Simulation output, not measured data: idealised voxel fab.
You're looking at the process module voxel spacer lines.
Xsec cut, 175 nm wide, square cell size 5 nm.
A cross-section in this document is a grid of square cells, and it is written down as bands, the top band listed before the ones below it; a band is made up of one or more rows of cells.
For a band, the entry starts with two heights in nm, that of the top and then that of the bottom, and carries on with the band's materials in order from left to right, each alongside its width in nm; the word "throughout" beside a single material means it fills the band edge to edge, and "air" means empty space.
Where do heights start? At 0: under that level the wafer as delivered is made of one material only. And the lowest band has no floor; it just carries on downward, as in "0 and below".
So if you see something like "30->40" for the width, read it as the top row of the band sitting at the first number and the bottom row at the second, with every row in between moving by the same amount as the last.
"remained the same" means the step left every cell of the cross-section as it was.
Basically, "Fully closed voids" tells you about the enclosed voids: empty spaces with no open way to the top, 8 cells or bigger, each written width x height at distance, where distance is from the left edge, all in nm.
Heads up: the bit after the settings on a step's line is the simulator's remark on that step.
"overlay nm", when on a step's line for a step with a mask, measures how far to the right of its planned place the mask lay; a negative measure means to the left.

### Process steps foreseen in the plan
1) op RECEIVE | material Si
2) op CONFORMAL_DEP | material Al2O3 | thk nm 10
3) op DIRECTIONAL_DEP | material TiN | thk nm 15
4) op DIRECTIONAL_DEP | material polySi | thk nm 25
5) op PATTERN | tone cover | mask id MANDREL | material resist | width nm 25 | pitch nm 70 | thk nm 30 | overlay nm 0
6) op DIRECTIONAL_ETCH | etch materials polySi | depth nm 25
7) op STRIP | etch materials resist
8) op CONFORMAL_DEP | material SiN | thk nm 10
9) op DIRECTIONAL_ETCH | etch materials SiN | depth nm 10
10) op STRIP | etch materials polySi
11) op DIRECTIONAL_ETCH | etch materials TiN | depth nm 15
12) op STRIP | etch materials SiN

### Cross-section of the incoming wafer, state after step 1
> 0 and below = Si throughout
> Fully closed voids: none

### Post-module cross-section of the first of two wafers (run per plan)
> 25 down to 10 = air 30 | TiN 10 | air 25 | TiN 10 | air 25 | TiN 10 | air 25 | TiN 10 | air 30
> 10 down to 0 = Al2O3 throughout
> 0 and below = Si throughout
> Fully closed voids: none

### Presented here is a cross-section of the second of the two wafers as it stood at the end of the module. It was started in the same manner and assigned the same plan as the first wafer; however, one mistake was made in its execution
> 25 down to 0 = Al2O3 throughout
> 0 and below = Si throughout
> Fully closed voids: none
What was done differently from what was planned? so step 3 ended up running with a different setting than we planned, it ran as op DIRECTIONAL_DEP | material Al2O3 | thk nm 15
Wafer comparison, final, in cells, second relative to first, materials more or fewer: 105 more of Al2O3 | 24 fewer of TiN
